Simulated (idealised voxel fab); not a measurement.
Process module in this document: voxel wiring stack
Pictured: cross-section cut, 205 nm wide, on a grid of 5 nm square cells.
How to read a cross-section here: the picture is a grid of square cells, written as bands going from the top down, and any band can span one or more rows of cells.
Within each band entry, the heights of the top and of the bottom of the band appear first, in that order and in nm; the materials of the band then follow from left to right, each with its corresponding width in nm. The designation "all across" on a single material indicates that it fills the band from edge to edge; the designation "air" indicates empty space.
Heights are expressed relative to 0, this being the level below which the as-received wafer comprises one material exclusively. The lowest band is unbounded in the downward direction and is denoted as in "0 nm and below".
It should be noted that a width expressed as "30..40" varies in equal increments from row to row of cells within the band, taking the value of the first number at the top row and that of the second number at the bottom row.
Where a step carries "stayed the same", the cross-section came out of it unchanged, cell for cell.
The entry "Closed internal cavities" lists the empty spaces that cover at least 8 cells and have no open path to the top. Each is written as width x height at distance, where the distance is measured from the left edge and all three values are in nm.
Post-settings text on a step line: simulator's own remark regarding the step.
You can add "overlay nm" to a step's line. For a step with a mask, it describes how far the mask lay to the right of its planned position, and a negative number describes a lay to the left.
Planned step list for the process:
step 1: RECEIVE with material Si
step 2: CONFORMAL_DEP with material SiO2, thk nm 15
step 3: CONFORMAL_DEP with material SiCN, thk nm 5
step 4: DIRECTIONAL_DEP with material lowk, thk nm 25
step 5: DIRECTIONAL_DEP with material aC, thk nm 10
step 6: PATTERN with tone open, mask id METAL_1, material resist, width nm 25, pitch nm 50, thk nm 30, overlay nm 0
step 7: DIRECTIONAL_ETCH with etch materials aC, depth nm 10
step 8: STRIP with etch materials resist
step 9: DIRECTIONAL_ETCH with etch materials lowk, depth nm 25
step 10: DIRECTIONAL_ETCH with etch materials SiCN, depth nm 5
step 11: STRIP with etch materials aC
step 12: CONFORMAL_DEP with material TiN, thk nm 5
step 13: FILL_DEP with material Cu, thk nm 10
step 14: CMP with height nm 45
step 15: CONFORMAL_DEP with material SiCN, thk nm 5
step 16: DIRECTIONAL_DEP with material lowk, thk nm 15
step 17: DIRECTIONAL_DEP with material aC, thk nm 15
step 18: PATTERN with tone open, mask id PLUG_1, material resist, width nm 15, pitch nm 50, thk nm 30, overlay nm 0
step 19: DIRECTIONAL_ETCH with etch materials aC, depth nm 15
step 20: STRIP with etch materials resist
step 21: DIRECTIONAL_ETCH with etch materials lowk, depth nm 15
step 22: DIRECTIONAL_ETCH with etch materials SiCN, depth nm 5
step 23: STRIP with etch materials aC
step 24: CONFORMAL_DEP with material TiN, thk nm 5
step 25: FILL_DEP with material Ru, thk nm 5
step 26: CMP with height nm 65
step 27: DIRECTIONAL_DEP with material TiN, thk nm 5
step 28: DIRECTIONAL_DEP with material W, thk nm 20
step 29: MASKED_ETCH with tone cover, mask id METAL_2, width nm 25, pitch nm 50, etch materials W, depth nm 20, overlay nm 0
step 30: MASKED_ETCH with tone cover, mask id METAL_2, width nm 15, pitch nm 50, etch materials TiN, depth nm 5, overlay nm 0
step 31: FILL_DEP with material SiO2, thk nm 5
step 32: CMP with height nm 90
step 33: CONFORMAL_DEP with material SiN, thk nm 5
The wafers are alike at the start. At step 30, their width nm differs. The plan lists the first wafer's value.
Cross-section of the first of several received wafers, showing its state after step 1:
> 0 nm and below = Si all across
> Closed internal cavities: none
Table: wafers, a row each; end-of-module cell change per material since receipt, gain (+), loss (-); then closed voids:
width nm 15; +45 Cu; +9 Ru; +58 SiCN; +41 SiN; +253 SiO2; +87 TiN; +60 W; +226 lowk; Closed internal cavities: none
width nm 20; +45 Cu; +9 Ru; +58 SiCN; +41 SiN; +253 SiO2; +87 TiN; +60 W; +226 lowk; Closed internal cavities: none
width nm 25; +45 Cu; +9 Ru; +58 SiCN; +41 SiN; +253 SiO2; +87 TiN; +60 W; +226 lowk; Closed internal cavities: none
width nm 30; +45 Cu; +9 Ru; +58 SiCN; +41 SiN; +250 SiO2; +90 TiN; +60 W; +226 lowk; Closed internal cavities: none
width nm 35; +45 Cu; +9 Ru; +58 SiCN; +41 SiN; +247 SiO2; +93 TiN; +60 W; +226 lowk; Closed internal cavities: none
